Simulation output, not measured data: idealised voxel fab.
Herein follows the process module entitled voxel self aligned vias.
cross-section cut | 145 nm wide | cells 5 nm
Just so we're on the same page, the cross-sections are grids of square cells, and they're listed out in bands top to bottom, each band one or more rows deep. Basically the band line says how high the top is and how high the bottom is, in nm, and then what's in it from left to right, every material with its width in nm. Empty space shows up as "air", and if a single material carries "everywhere" it runs the full band edge to edge. We count height from 0. Below that, the starting wafer is all one material. The lowest band never ends at the bottom but goes on down; see "0 and below" for how that is written. You'd read "30->40" like this: the band's top row of cells is as wide as the first number, its bottom row is as wide as the second, and going down, every row changes width by the same amount as the row before did. Step note "no modification" = no cross-section cell changed. "Sealed cavities": empty spaces of 8 cells or more with no open way to the top, each given as width x height at distance, distance from the left edge, all in nm. Post-settings text on a step line: simulator's own remark regarding the step. A step line may carry the setting "overlay nm", which, for steps involving a mask, states the distance by which the mask lay to the right of its intended position; negative values denote displacement to the left.
### Here's what the planned process steps look like
1. RECEIVE | material Si
2. CONFORMAL_DEP | material SiO2 | thk nm 10
3. CONFORMAL_DEP | material SiCN | thk nm 5
4. DIRECTIONAL_DEP | material SiO2 | thk nm 30
5. DIRECTIONAL_DEP | material aC | thk nm 10
6. PATTERN | tone open | mask id LINES | material resist | width nm 30 | pitch nm 65 | thk nm 25 | overlay nm 0
7. DIRECTIONAL_ETCH | etch materials aC | depth nm 10
8. STRIP | etch materials resist
9. DIRECTIONAL_ETCH | etch materials SiO2 | depth nm 30
10. STRIP | etch materials aC
11. CONFORMAL_DEP | material TiN | thk nm 5
12. FILL_DEP | material W | thk nm 5
13. CMP | height nm 45
14. SELECTIVE_ETCH | etch materials W Ru TiN | depth nm 10
15. FILL_DEP | material SiN | thk nm 10
16. CMP | height nm 45
17. DIRECTIONAL_DEP | material SiO2 | thk nm 20
18. MASKED_ETCH | tone open | mask id VIAS | width nm 50 | etch materials SiO2 | depth nm 20 | overlay nm 0
19. MASKED_ETCH | tone open | mask id VIAS | width nm 50 | etch materials SiN | depth nm 10 | overlay nm 0
20. CONFORMAL_DEP | material TiN | thk nm 5
21. FILL_DEP | material Cu | thk nm 10
22. CMP | height nm 65
23. CONFORMAL_DEP | material SiCN | thk nm 5
### As received (post step 1): cross-section
  0 and below | Si everywhere
  Sealed cavities: none
### first wafer at the end, as planned
  70 down to 65 | SiCN everywhere
  65 down to 50 | SiO2: 15, TiN: 5, Cu: 40, TiN: 5, SiO2: 80
  50 down to 45 | SiO2: 15, TiN: 15, Cu: 20, TiN: 15, SiO2: 80
  45 down to 40 | SiO2: 25, TiN: 5, Cu: 20, TiN: 5, SiO2: 35, SiN: 30, SiO2: 25
  40 down to 35 | SiO2: 25, TiN: 30, SiO2: 35, SiN: 30, SiO2: 25
  35 down to 20 | SiO2: 25, TiN: 5, W: 20, TiN: 5, SiO2: 35, TiN: 5, W: 20, TiN: 5, SiO2: 25
  20 down to 15 | SiO2: 25, TiN: 30, SiO2: 35, TiN: 30, SiO2: 25
  15 down to 10 | SiCN everywhere
  10 down to 0 | SiO2 everywhere
  0 and below | Si everywhere
  Sealed cavities: none
### Cross-section of the latter of the two wafers at module completion. It had an identical start and an identical plan to the former; in running it, one mistake was made
  70 down to 65 | SiCN everywhere
  65 down to 45 | SiO2: 15, TiN: 10, SiO2: 30, TiN: 10, SiO2: 80
  45 down to 35 | SiO2: 25, SiN: 30, SiO2: 35, SiN: 30, SiO2: 25
  35 down to 20 | SiO2: 25, TiN: 5, W: 20, TiN: 5, SiO2: 35, TiN: 5, W: 20, TiN: 5, SiO2: 25
  20 down to 15 | SiO2: 25, TiN: 30, SiO2: 35, TiN: 30, SiO2: 25
  15 down to 10 | SiCN everywhere
  10 down to 0 | SiO2 everywhere
  0 and below | Si everywhere
  Sealed cavities: none
What was done differently from what was planned? the run placed steps 17 and 18 each in the position the plan gave to the other
Looking at both finished wafers in cells, the second ends up ahead of or behind the first on some materials: Cu: 32 fewer; SiN: 12 more; SiO2: 24 more; TiN: 4 fewer
